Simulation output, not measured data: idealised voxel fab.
Module name: voxel self aligned contacts (process module)
200 nm wide, 5 nm square cells: that's cross-section cut.
Cross-section layout: square cells on a grid; listed as bands, top to bottom; a band spans one or more cell rows.
Per band: top height and bottom height in nm, followed by the left-to-right materials and their widths in nm; "everywhere" marks a single material spanning edge to edge, "blank" marks empty space.
Measure heights from 0. That's the level where, below it, the as-received wafer is all one material. The lowest band is bottomless and extends downward; write it as in "0 and below".
A width given as "30->40" starts at the first number in the band's top row and ends at the second number in its bottom row, shifting by an equal amount at every step from row to row.
"nothing altered" after a step means that no cell of the cross-section changed.
The entry titled "Fully sealed cavities" provides the empty spaces that have no open way to the top, restricted to those of 8 cells or more. Each is presented as width x height at distance, the distance being measured from the left edge, with all three in nm.
Where a step's line continues beyond its settings, the continuation is a remark by the simulator itself on that step.
"overlay nm" denotes, for a step that has a mask, the displacement of the mask to the right of its planned place, with negative values corresponding to the left.
**These are the steps we planned for the process**
1: RECEIVE (material Si)
2: CONFORMAL_DEP (material SiO2; thk nm 5)
3: DIRECTIONAL_DEP (material polySi; thk nm 20)
4: DIRECTIONAL_DEP (material SiN; thk nm 20)
5: PATTERN (tone cover; mask id GATE; material resist; width nm 35; pitch nm 70; thk nm 20; overlay nm 0)
6: DIRECTIONAL_ETCH (etch materials SiN; depth nm 20)
7: DIRECTIONAL_ETCH (etch materials polySi; depth nm 20)
8: STRIP (etch materials resist)
9: CONFORMAL_DEP (material SiN; thk nm 5)
10: DIRECTIONAL_ETCH (etch materials SiN; depth nm 5)
11: FILL_DEP (material SiO2; thk nm 20)
12: CMP (height nm 55)
13: MASKED_ETCH (tone open; mask id CONTACT; width nm 55; etch materials SiO2; depth nm 55; overlay nm 0)
14: CONFORMAL_DEP (material TiN; thk nm 5)
15: FILL_DEP (material Ru; thk nm 5)
16: CMP (height nm 55)
17: CONFORMAL_DEP (material SiN; thk nm 5)
**Delivered wafer in cross-section: state after step 1**
	0 and below  Si everywhere
	Fully sealed cavities: none
**Here's the wafer cut in cross-section after the module, started and planned just like above, except one thing was done wrong in the run**
	60 down to 55  SiN everywhere
	55 down to 50  40 SiO2, then 45 SiN, then 5 TiN, then 15 Ru, then 5 TiN, then 45 SiN, then 45 SiO2
	50 down to 45  40 SiO2, then 45 SiN, then 25 TiN, then 45 SiN, then 45 SiO2
	45 down to 25  SiN everywhere
	25 down to 5  polySi everywhere
	5 down to 0  SiO2 everywhere
	0 and below  Si everywhere
	Fully sealed cavities: none
What went wrong in running the wafer? execution of plan step 4 occurred twice
